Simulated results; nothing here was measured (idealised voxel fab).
process module | voxel spacer lines
cross-section cut | 250 nm wide | cells 5 nm
A cross-section is a grid of square cells, given in bands from the top down. A band is one or more rows of cells.
Each band's line starts with the height of the band's top and of its bottom, in nm. Then come its materials from left to right, each with its width in nm. One material with "throughout" fills the band from edge to edge. "air" is empty space.
Height 0 is the level under which the wafer as received is all one material. The lowest band goes on downwards, as in "0 down".
A width such as "30 to 40" changes by the same amount from each row of cells to the next, from the band's top row to its bottom row.
"no change" after a step means that no cell of the cross-section changed.
closed voids: empty space of 8 cells or more with no open way to the top, each as width x height at its distance from the left edge, in nm
after a step's settings: what the simulator itself notes on the step
overlay nm, on a step with a mask: how far to the right of its planned place the mask lay; to the left if negative
plan
1 op RECEIVE | material Si
2 op CONFORMAL_DEP | material Al2O3 | thk nm 5
3 op DIRECTIONAL_DEP | material W | thk nm 10
4 op DIRECTIONAL_DEP | material polySi | thk nm 20
5 op PATTERN | tone cover | mask id MANDREL | material resist | width nm 20 | pitch nm 60 | thk nm 25 | overlay nm 0
6 op DIRECTIONAL_ETCH | etch materials polySi | depth nm 20
7 op STRIP | etch materials resist
8 op CONFORMAL_DEP | material SiO2 | thk nm 10
9 op DIRECTIONAL_ETCH | etch materials SiO2 | depth nm 10
10 op STRIP | etch materials polySi
11 op DIRECTIONAL_ETCH | etch materials W | depth nm 10
12 op STRIP | etch materials SiO2
as received, after step 1
  0 down: Si throughout
  closed voids: none
first wafer at the end, as planned
  15 to 5: air 75 | W 10 | air 20 | W 10 | air 20 | W 10 | air 20 | W 10 | air 75
  5 to 0: Al2O3 throughout
  0 down: Si throughout
  closed voids: none
second wafer at the end: like start, like plan, one mistake
  45 to 35: air 75 | Al2O3 40 | air 20 | Al2O3 40 | air 75
  35 to 25: air 75 | Al2O3 10 | polySi 20 | Al2O3 10 | air 20 | Al2O3 10 | polySi 20 | Al2O3 10 | air 75
  25 to 15: Al2O3 85 | polySi 20 | Al2O3 40 | polySi 20 | Al2O3 85
  15 to 5: W throughout
  5 to 0: Al2O3 throughout
  0 down: Si throughout
  closed voids: none
what went wrong: step 8 ran as: op CONFORMAL_DEP | material Al2O3 | thk nm 10
at the end the second wafer has, in cells: 132 more of Al2O3 | 84 more of W | 32 more of polySi
